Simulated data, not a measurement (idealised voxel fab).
process module | voxel tone inversion
cross-section cut | 240 nm wide | cells 5 nm
A cross-section is a grid of square cells, given in bands from the top down. A band is one or more rows of cells.
Each band's line starts with the height of the band's top and of its bottom, in nm. Then come its materials from left to right, each with its width in nm. One material with "throughout" fills the band from edge to edge. "air" is empty space.
Height 0 is the level under which the wafer as received is all one material. The lowest band goes on downwards, as in "0 down".
A width such as "30 to 40" changes by the same amount from each row of cells to the next, from the band's top row to its bottom row.
"no change" after a step means that no cell of the cross-section changed.
closed voids: empty space of 8 cells or more with no open way to the top, each as width x height at its distance from the left edge, in nm
after a step's settings: what the simulator itself notes on the step
overlay nm, on a step with a mask: how far to the right of its planned place the mask lay; to the left if negative
plan
1 op RECEIVE | material Si
2 op CONFORMAL_DEP | material SiCN | thk nm 10
3 op DIRECTIONAL_DEP | material aC | thk nm 20
4 op PATTERN | tone cover | mask id POSTS | material resist | width nm 20 | pitch nm 45 | thk nm 25 | overlay nm 0
5 op DIRECTIONAL_ETCH | etch materials aC | depth nm 20
6 op STRIP | etch materials resist
7 op FILL_DEP | material SiO2 | thk nm 10
8 op CMP | height nm 30
9 op STRIP | etch materials aC
10 op CONFORMAL_DEP | material TiN | thk nm 5
11 op FILL_DEP | material Cu | thk nm 10
12 op CMP | height nm 30
13 op CONFORMAL_DEP | material SiCN | thk nm 5
first wafer, as planned
as received, after step 1
  0 down: Si throughout
  closed voids: none
after step 2
  10 to 0: SiCN throughout
  below 0: unchanged
after step 3
  30 to 10: aC throughout
  below 10: unchanged
after step 4
  55 to 30: air 85 | resist 20 | air 25 | resist 20 | air 90
  below 30: unchanged
after step 5
  35 to 30: air 85 | resist 20 | air 25 | resist 20 | air 90
  30 to 10: air 85 | aC 20 | air 25 | aC 20 | air 90
  below 10: unchanged
after step 6
  30 to 10: air 85 | aC 20 | air 25 | aC 20 | air 90
  below 10: unchanged
after step 7
  40 to 30: SiO2 throughout
  30 to 10: SiO2 85 | aC 20 | SiO2 25 | aC 20 | SiO2 90
  below 10: unchanged
after step 8
  30 to 10: SiO2 85 | aC 20 | SiO2 25 | aC 20 | SiO2 90
  below 10: unchanged
after step 9
  30 to 10: SiO2 85 | air 20 | SiO2 25 | air 20 | SiO2 90
  below 10: unchanged
after step 10
  35 to 30: TiN 90 | air 10 | TiN 35 | air 10 | TiN 95
  30 to 15: SiO2 85 | TiN 5 | air 10 | TiN 5 | SiO2 25 | TiN 5 | air 10 | TiN 5 | SiO2 90
  15 to 10: SiO2 85 | TiN 20 | SiO2 25 | TiN 20 | SiO2 90
  below 10: unchanged
after step 11
  45 to 35: Cu throughout
  35 to 30: TiN 90 | Cu 10 | TiN 35 | Cu 10 | TiN 95
  30 to 15: SiO2 85 | TiN 5 | Cu 10 | TiN 5 | SiO2 25 | TiN 5 | Cu 10 | TiN 5 | SiO2 90
  below 15: unchanged
after step 12
  30 to 15: SiO2 85 | TiN 5 | Cu 10 | TiN 5 | SiO2 25 | TiN 5 | Cu 10 | TiN 5 | SiO2 90
  below 15: unchanged
after step 13
  35 to 30: SiCN throughout
  below 30: unchanged
second wafer: like start, like plan, one mistake. Through step 3 it matches the first wafer
when step 4 should have ended
  55 to 30: resist 85 | air 20 | resist 25 | air 20 | resist 90
  below 30: unchanged
when step 5 should have ended
  35 to 30: resist 85 | air 20 | resist 25 | air 20 | resist 90
  30 to 10: aC 85 | air 20 | aC 25 | air 20 | aC 90
  below 10: unchanged
when step 6 should have ended
  30 to 10: aC 85 | air 20 | aC 25 | air 20 | aC 90
  below 10: unchanged
when step 7 should have ended
  40 to 30: SiO2 throughout
  30 to 10: aC 85 | SiO2 20 | aC 25 | SiO2 20 | aC 90
  below 10: unchanged
when step 8 should have ended
  30 to 10: aC 85 | SiO2 20 | aC 25 | SiO2 20 | aC 90
  below 10: unchanged
when step 9 should have ended
  30 to 10: air 85 | SiO2 20 | air 25 | SiO2 20 | air 90
  below 10: unchanged
when step 10 should have ended
  35 to 30: air 80 | TiN 30 | air 15 | TiN 30 | air 85
  30 to 15: air 80 | TiN 5 | SiO2 20 | TiN 5 | air 15 | TiN 5 | SiO2 20 | TiN 5 | air 85
  15 to 10: TiN 85 | SiO2 20 | TiN 25 | SiO2 20 | TiN 90
  below 10: unchanged
when step 11 should have ended
  45 to 35: Cu throughout
  35 to 30: Cu 80 | TiN 30 | Cu 15 | TiN 30 | Cu 85
  30 to 15: Cu 80 | TiN 5 | SiO2 20 | TiN 5 | Cu 15 | TiN 5 | SiO2 20 | TiN 5 | Cu 85
  below 15: unchanged
when step 12 should have ended
  30 to 15: Cu 80 | TiN 5 | SiO2 20 | TiN 5 | Cu 15 | TiN 5 | SiO2 20 | TiN 5 | Cu 85
  below 15: unchanged
when step 13 should have ended
  35 to 30: SiCN throughout
  below 30: unchanged
what went wrong: step 4 ran as: op PATTERN | tone open | mask id POSTS | material resist | width nm 20 | pitch nm 45 | thk nm 25 | overlay nm 0
at the end the second wafer has, in cells: 96 more of Cu | 128 fewer of SiO2 | 32 more of TiN
